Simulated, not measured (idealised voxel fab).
process module | voxel capacitor over wiring
cross-section cut | 180 nm wide | cells 5 nm
A cross-section is a grid of square cells, given in bands from the top down. A band is one or more rows of cells.
Each band's line starts with the height of the band's top and of its bottom, in nm. Then come its materials from left to right, each with its width in nm. One material with "throughout" fills the band from edge to edge. "air" is empty space.
Height 0 is the level under which the wafer as received is all one material. The lowest band goes on downwards, as in "0 down".
A width such as "30 to 40" changes by the same amount from each row of cells to the next, from the band's top row to its bottom row.
"no change" after a step means that no cell of the cross-section changed.
closed voids: empty space of 8 cells or more with no open way to the top, each as width x height at its distance from the left edge, in nm
after a step's settings: what the simulator itself notes on the step
overlay nm, on a step with a mask: how far to the right of its planned place the mask lay; to the left if negative
plan
1 op RECEIVE | material Si
2 op CONFORMAL_DEP | material SiO2 | thk nm 15
3 op CONFORMAL_DEP | material SiN | thk nm 5
4 op DIRECTIONAL_DEP | material lowk | thk nm 15
5 op PATTERN | tone open | mask id METAL_1 | material resist | width nm 30 | pitch nm 85 | thk nm 20 | overlay nm 0
6 op DIRECTIONAL_ETCH | etch materials lowk | depth nm 15
7 op DIRECTIONAL_ETCH | etch materials SiN | depth nm 5
8 op STRIP | etch materials resist
9 op CONFORMAL_DEP | material TiN | thk nm 5
10 op FILL_DEP | material Ru | thk nm 10
11 op CMP | height nm 35
12 op CONFORMAL_DEP | material SiCN | thk nm 5
13 op DIRECTIONAL_DEP | material lowk | thk nm 15
14 op DIRECTIONAL_DEP | material aC | thk nm 10
15 op PATTERN | tone open | mask id PLUG_1 | material resist | width nm 15 | thk nm 25 | overlay nm 0
16 op DIRECTIONAL_ETCH | etch materials aC | depth nm 10
17 op STRIP | etch materials resist
18 op DIRECTIONAL_ETCH | etch materials lowk | depth nm 15
19 op DIRECTIONAL_ETCH | etch materials SiCN | depth nm 5
20 op STRIP | etch materials aC
21 op CONFORMAL_DEP | material TiN | thk nm 5
22 op FILL_DEP | material W | thk nm 10
23 op CMP | height nm 55
24 op DIRECTIONAL_DEP | material TiN | thk nm 5
25 op DIRECTIONAL_DEP | material Al2O3 | thk nm 5
26 op DIRECTIONAL_DEP | material TiN | thk nm 10
27 op PATTERN | tone cover | mask id UPPER_PLATE | material resist | width nm 60 | thk nm 15 | overlay nm 0
28 op DIRECTIONAL_ETCH | etch materials TiN | depth nm 10
29 op DIRECTIONAL_ETCH | etch materials Al2O3 | depth nm 5
30 op STRIP | etch materials resist
31 op MASKED_ETCH | tone cover | mask id LOWER_PLATE | width nm 70 | etch materials TiN | depth nm 5 | overlay nm 0
32 op FILL_DEP | material SiO2 | thk nm 20
33 op CMP | height nm 90
34 op MASKED_ETCH | tone open | mask id PLUG_2 | width nm 15 | etch materials SiO2 | depth nm 15 | overlay nm 0
35 op CONFORMAL_DEP | material TiN | thk nm 5
36 op FILL_DEP | material W | thk nm 10
37 op CMP | height nm 90
38 op CONFORMAL_DEP | material SiN | thk nm 5
as received, after step 1
  0 down: Si throughout
  closed voids: none
a wafer at the end: this start, this plan, one mistake
  110 to 105: SiN throughout
  105 to 95: W throughout
  95 to 90: TiN 60 | W 5 | TiN 115
  90 to 80: SiO2 55 | TiN 5 | W 5 | TiN 5 | SiO2 110
  80 to 75: SiO2 55 | TiN 15 | SiO2 110
  75 to 65: SiO2 45 | TiN 60 | SiO2 75
  65 to 60: SiO2 45 | Al2O3 60 | SiO2 75
  60 to 55: SiO2 40 | TiN 70 | SiO2 70
  55 to 40: lowk 45 | TiN 5 | W 5 | TiN 5 | lowk 120
  40 to 35: SiCN 45 | TiN 15 | SiCN 120
  35 to 20: lowk 30 | TiN 5 | Ru 20 | TiN 5 | lowk 55 | TiN 5 | Ru 20 | TiN 5 | lowk 35
  20 to 15: SiN 30 | TiN 30 | SiN 55 | TiN 30 | SiN 35
  15 to 0: SiO2 throughout
  0 down: Si throughout
  closed voids: none
what went wrong: step 37 was left out
